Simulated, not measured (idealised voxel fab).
Process module under the name voxel gate over fins
255 nm wide, 5 nm square cells: that's cross-section cut.
A cross-section is a grid of square cells, given in bands from the top down. A band is one or more rows of cells. First you get the band's top height and its bottom height, in nm, and then the materials it's made of, left to right, with each width in nm. If you see a single material with "edge to edge", that one covers the band edge to edge. "blank" is empty space. Ref level 0: as-received wafer is one material below here. Bottom band extends down with no lower bound ("0 down"). The expression "30..40" gives the width at the extremes of the band, the first number at its top row of cells and the second at its bottom row, with the width changing by equal amounts from each row to the next in between. Where the words "remained unchanged" appear for a step, the cross-section shows no cell changed by that step; every cell remained as before. Heads up: "Fully sealed voids" only lists the empty pockets with no open path to the top that are 8 cells or more, and it writes them as width x height at distance, distance from the left edge, in nm. after a step's settings: what the simulator itself notes on the step. overlay nm: step with mask; distance mask lay right of planned place; negative value = left of planned place.
# Process steps (planned)
1 RECEIVE | material Si
2 CONFORMAL_DEP | material SiN | thk nm 5
3 DIRECTIONAL_DEP | material aC | thk nm 15
4 PATTERN | tone cover | mask id FINS | material resist | width nm 15 | pitch nm 35 | thk nm 35 | overlay nm 0
5 DIRECTIONAL_ETCH | etch materials aC | depth nm 15
6 STRIP | etch materials resist
7 DIRECTIONAL_ETCH | etch materials SiN | depth nm 5
8 DIRECTIONAL_ETCH | etch materials Si | depth nm 30
9 STRIP | etch materials aC
10 FILL_DEP | material SiO2 | thk nm 15
11 CMP | height nm 5
12 SELECTIVE_ETCH | etch materials SiO2 | depth nm 15
13 STRIP | etch materials SiN
14 CONFORMAL_DEP | material HfO2 | thk nm 5
15 CONFORMAL_DEP | material TiN | thk nm 5
16 CONFORMAL_DEP | material TiAl | thk nm 5
17 CONFORMAL_DEP | material TiN | thk nm 5
18 FILL_DEP | material W | thk nm 15
19 CMP | height nm 30
20 CONFORMAL_DEP | material SiN | thk nm 10
# As-received state of the wafer in cross-section, equivalent to post-step 1
    0 down = Si edge to edge
    Fully sealed voids: none
# Wafer cross-section at module end: first of two, run to plan
    40 to 30 = SiN edge to edge
    30 to 20 = W edge to edge
    20 to 15 = W 45 nm / TiN 160 nm / W 50 nm
    15 to 10 = W 45 nm / TiN 5 nm / TiAl 150 nm / TiN 5 nm / W 50 nm
    10 to 5 = TiN 50 nm / TiAl 5 nm / TiN 140 nm / TiAl 5 nm / TiN 55 nm
    5 to 0 = TiAl 55 nm / TiN 5 nm / HfO2 25 nm / TiN 10 nm / HfO2 25 nm / TiN 10 nm / HfO2 25 nm / TiN 10 nm / HfO2 25 nm / TiN 5 nm / TiAl 60 nm
    0 to -5 = TiN 60 nm / HfO2 5 nm / Si 15 nm / HfO2 5 nm / TiN 10 nm / HfO2 5 nm / Si 15 nm / HfO2 5 nm / TiN 10 nm / HfO2 5 nm / Si 15 nm / HfO2 5 nm / TiN 10 nm / HfO2 5 nm / Si 15 nm / HfO2 5 nm / TiN 65 nm
    -5 to -10 = HfO2 65 nm / Si 15 nm / HfO2 20 nm / Si 15 nm / HfO2 20 nm / Si 15 nm / HfO2 20 nm / Si 15 nm / HfO2 70 nm
    -10 to -30 = SiO2 65 nm / Si 15 nm / SiO2 20 nm / Si 15 nm / SiO2 20 nm / Si 15 nm / SiO2 20 nm / Si 15 nm / SiO2 70 nm
    -30 down = Si edge to edge
    Fully sealed voids: none
# End-of-module cross-section of the second wafer: identical starting point and process plan to the first, with one processing mistake
    40 to 30 = SiN edge to edge
    30 to 20 = W edge to edge
    20 to 15 = W 45 nm / TiN 165 nm / W 45 nm
    15 to 10 = W 45 nm / TiN 5 nm / TiAl 155 nm / TiN 5 nm / W 45 nm
    10 to 5 = TiN 50 nm / TiAl 5 nm / TiN 145 nm / TiAl 5 nm / TiN 50 nm
    5 to 0 = TiAl 55 nm / TiN 5 nm / HfO2 30 nm / TiN 5 nm / HfO2 30 nm / TiN 5 nm / HfO2 30 nm / TiN 5 nm / HfO2 30 nm / TiN 5 nm / TiAl 55 nm
    0 to -5 = TiN 60 nm / HfO2 5 nm / Si 20 nm / HfO2 5 nm / TiN 5 nm / HfO2 5 nm / Si 20 nm / HfO2 5 nm / TiN 5 nm / HfO2 5 nm / Si 20 nm / HfO2 5 nm / TiN 5 nm / HfO2 5 nm / Si 20 nm / HfO2 5 nm / TiN 60 nm
    -5 to -10 = HfO2 65 nm / Si 20 nm / HfO2 15 nm / Si 20 nm / HfO2 15 nm / Si 20 nm / HfO2 15 nm / Si 20 nm / HfO2 65 nm
    -10 to -30 = SiO2 65 nm / Si 20 nm / SiO2 15 nm / Si 20 nm / SiO2 15 nm / Si 20 nm / SiO2 15 nm / Si 20 nm / SiO2 65 nm
    -30 down = Si edge to edge
    Fully sealed voids: none
Against the plan, the run slipped here: so step 4 ended up running with a different setting than we planned, it ran as PATTERN | tone cover | mask id FINS | material resist | width nm 20 | pitch nm 35 | thk nm 35 | overlay nm 0
The final cell counts differ between the wafers, with the second having more or fewer of some materials than the first: +24 Si; -16 SiO2; -6 TiN; -2 W
